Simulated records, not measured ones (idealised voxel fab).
The process module that follows is named voxel self aligned vias.
For reference, the cross-section in this document is cut, with width 140 nm and square cells of 5 nm.
The cross-sections in this document take the form of a grid made of square cells. They are written out as bands, in order from top to bottom. Each band consists of one or more rows of cells.
Heads up on the band format: heights come first, top then bottom, in nm. After that it's the materials left to right, each with its width in nm. A single material flagged "full width" fills the whole band edge to edge, and "empty" means there's empty space there.
Heads up on the height convention: 0 is the point under which the incoming wafer is all one material, and the lowest band has no bottom, it just keeps going down, like "0 down".
The two numbers in a width such as "30->40" mark its ends across the band: the first belongs to the top row of cells, the second to the bottom row, and from each row to the next the width moves by the same amount.
Basically "remains unaltered" means that step didn't change any cell in the cross-section.
Any empty space of 8 cells or more lacking an open way to the top shows up in "Fully closed voids" as width x height at distance, distance from the left edge, in nm.
Post-settings text on a step line: simulator's own remark regarding the step.
On any step carrying a mask, the "overlay nm" setting, if present on the step's line, tells how far right of its planned place the mask lay; negative values point to the left.

LISTED BELOW ARE THE PROCESS STEPS AS PLANNED
1,RECEIVE,material Si
2,CONFORMAL_DEP,material SiO2,thk nm 15
3,CONFORMAL_DEP,material SiCN,thk nm 5
4,DIRECTIONAL_DEP,material SiO2,thk nm 30
5,DIRECTIONAL_DEP,material aC,thk nm 10
6,PATTERN,tone open,mask id LINES,material resist,width nm 25,pitch nm 60,thk nm 30,overlay nm 0
7,DIRECTIONAL_ETCH,etch materials aC,depth nm 10
8,STRIP,etch materials resist
9,DIRECTIONAL_ETCH,etch materials SiO2,depth nm 30
10,STRIP,etch materials aC
11,CONFORMAL_DEP,material TiN,thk nm 5
12,FILL_DEP,material W,thk nm 10
13,CMP,height nm 50
14,SELECTIVE_ETCH,etch materials W Ru TiN,depth nm 5
15,FILL_DEP,material SiN,thk nm 10
16,CMP,height nm 50
17,DIRECTIONAL_DEP,material SiO2,thk nm 20
18,DIRECTIONAL_DEP,material aC,thk nm 15
19,PATTERN,tone open,mask id VIAS,material resist,width nm 35,thk nm 35,overlay nm 0
20,DIRECTIONAL_ETCH,etch materials aC,depth nm 15
21,STRIP,etch materials resist
22,DIRECTIONAL_ETCH,etch materials SiO2,depth nm 20
23,DIRECTIONAL_ETCH,etch materials SiN,depth nm 5
24,STRIP,etch materials aC
25,CONFORMAL_DEP,material TiN,thk nm 5
26,FILL_DEP,material Ru,thk nm 10
27,CMP,height nm 70
28,CONFORMAL_DEP,material SiN,thk nm 5

DELIVERED WAFER IN CROSS-SECTION: STATE AFTER STEP 1
	0 down | Si full width
	Fully closed voids: none

THE FOLLOWING CROSS-SECTION DEPICTS THE WAFER UPON CONCLUSION OF THE MODULE. PROCESSING COMMENCED FROM THE STARTING CONDITION ILLUSTRATED ABOVE AND ADHERED TO THE PLAN ILLUSTRATED ABOVE, SAVE FOR ONE MISTAKE IN EXECUTION
	75 to 70 | SiN full width
	70 to 55 | SiO2 (15); TiN (5); Ru (35); TiN (5); SiO2 (80)
	55 to 50 | SiO2 (15); TiN (15); Ru (15); TiN (15); SiO2 (80)
	50 to 45 | SiO2 (25); TiN (25); SiO2 (35); SiN (25); SiO2 (30)
	45 to 25 | SiO2 (25); TiN (5); W (15); TiN (5); SiO2 (35); TiN (5); W (15); TiN (5); SiO2 (30)
	25 to 20 | SiO2 (25); TiN (25); SiO2 (35); TiN (25); SiO2 (30)
	20 to 15 | SiCN full width
	15 to 0 | SiO2 full width
	0 down | Si full width
	Fully closed voids: none
Processing error: not per plan at step 19, really ran PATTERN,tone open,mask id VIAS,material resist,width nm 45,thk nm 35,overlay nm 0
